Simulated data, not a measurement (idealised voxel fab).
process module | voxel spacer lines
cross-section cut | 155 nm wide | cells 5 nm
A cross-section is a grid of square cells, given in bands from the top down. A band is one or more rows of cells.
Each band's line starts with the height of the band's top and of its bottom, in nm. Then come its materials from left to right, each with its width in nm. One material with "throughout" fills the band from edge to edge. "air" is empty space.
Height 0 is the level under which the wafer as received is all one material. The lowest band goes on downwards, as in "0 down".
A width such as "30 to 40" changes by the same amount from each row of cells to the next, from the band's top row to its bottom row.
"no change" after a step means that no cell of the cross-section changed.
closed voids: empty space of 8 cells or more with no open way to the top, each as width x height at its distance from the left edge, in nm
after a step's settings: what the simulator itself notes on the step
overlay nm, on a step with a mask: how far to the right of its planned place the mask lay; to the left if negative
plan
1 op RECEIVE | material Si
2 op CONFORMAL_DEP | material Al2O3 | thk nm 5
3 op DIRECTIONAL_DEP | material W | thk nm 20
4 op DIRECTIONAL_DEP | material polySi | thk nm 25
5 op PATTERN | tone cover | mask id MANDREL | material resist | width nm 15 | pitch nm 50 | thk nm 30 | overlay nm -5
6 op DIRECTIONAL_ETCH | etch materials polySi | depth nm 25
7 op STRIP | etch materials resist
8 op CONFORMAL_DEP | material SiO2 | thk nm 10
9 op DIRECTIONAL_ETCH | etch materials SiO2 | depth nm 10
10 op STRIP | etch materials polySi
11 op DIRECTIONAL_ETCH | etch materials W | depth nm 20
12 op STRIP | etch materials SiO2
13 op FILL_DEP | material SiO2 | thk nm 5
14 op CMP | height nm 25
varied across the wafers: overlay nm of step 5. The plan shows the first wafer's value. All wafers start alike
first wafer as received, after step 1
  0 down: Si throughout
  closed voids: none
first wafer at the end, after step 14
  25 to 5: SiO2 5 | W 10 | SiO2 15 | W 10 | SiO2 15 | W 10 | SiO2 15 | W 10 | SiO2 15 | W 10 | SiO2 15 | W 10 | SiO2 15
  5 to 0: Al2O3 throughout
  0 down: Si throughout
  closed voids: none
last wafer at the end
  25 to 5: SiO2 15 | W 10 | SiO2 15 | W 10 | SiO2 15 | W 10 | SiO2 15 | W 10 | SiO2 15 | W 10 | SiO2 15 | W 10 | SiO2 5
  5 to 0: Al2O3 throughout
  0 down: Si throughout
  closed voids: none
each wafer at the end: cells of each material gained (+) or lost (-) since it was received, then its closed voids
overlay nm -5 | +31 Al2O3 | +76 SiO2 | +48 W | closed voids: none
overlay nm 0 | +31 Al2O3 | +76 SiO2 | +48 W | closed voids: none
overlay nm 5 | +31 Al2O3 | +76 SiO2 | +48 W | closed voids: none
